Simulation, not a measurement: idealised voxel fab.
Documented hereafter: the process module known as voxel tone inversion.
In the cross-section labelled cut, the width is 200 nm and each square cell is 5 nm.
Cross-section layout: square cells on a grid; listed as bands, top to bottom; a band spans one or more cell rows.
What a band's entry tells you: where the top is and where the bottom is, as heights in nm, and after that what lies inside, material by material from left to right, each with its width in nm. Empty space is written as the word "blank", and a single material marked with the word "everywhere" occupies the band from edge to edge.
Heads up on the height convention: 0 is the point under which the incoming wafer is all one material, and the lowest band has no bottom, it just keeps going down, like "from 0 down".
It should be noted that a width expressed as "30->40" varies in equal increments from row to row of cells within the band, taking the value of the first number at the top row and that of the second number at the bottom row.
You'll sometimes find "nothing changed" written for a step, and that's the way of saying that nowhere in the cross-section did a cell change during that step.
Each empty space that has no open way to the top and spans at least 8 cells appears under "Closed void roster" as width x height at distance, the distance counted from the left edge, all in nm.
Whatever follows a step's settings on its line is a remark the simulator itself makes about that step.
Among the settings permitted on a step's line is "overlay nm"; applied to a step with a mask, it specifies the extent to which the mask lay to the right of its planned position, whereas a negative figure signifies a position to the left.

Process steps foreseen in the plan
| 1 | op RECEIVE | material Si |
| 2 | op CONFORMAL_DEP | material SiN | thk nm 5 |
| 3 | op DIRECTIONAL_DEP | material aC | thk nm 20 |
| 4 | op PATTERN | tone cover | mask id POSTS | material resist | width nm 25 | pitch nm 40 | thk nm 30 | overlay nm 0 |
| 5 | op DIRECTIONAL_ETCH | etch materials aC | depth nm 20 |
| 6 | op STRIP | etch materials resist |
| 7 | op FILL_DEP | material lowk | thk nm 10 |
| 8 | op CMP | height nm 25 |
| 9 | op STRIP | etch materials aC |
| 10 | op CONFORMAL_DEP | material TiN | thk nm 5 |
| 11 | op FILL_DEP | material Cu | thk nm 10 |
| 12 | op CMP | height nm 25 |
| 13 | op CONFORMAL_DEP | material SiN | thk nm 5 |

Wafer as received: cross-section following step 1
	from 0 down  Si everywhere
	Closed void roster: none

Look at the cross-section after the module: the wafer started out the way shown above and the plan was the one shown above, yet one mistake was made along the way
	from 30 to 0  SiN everywhere
	from 0 down  Si everywhere
	Closed void roster: none
Which mistake was made when the wafer was run? step 3 ran differently from the plan; actual operation with settings: op DIRECTIONAL_DEP | material SiN | thk nm 20
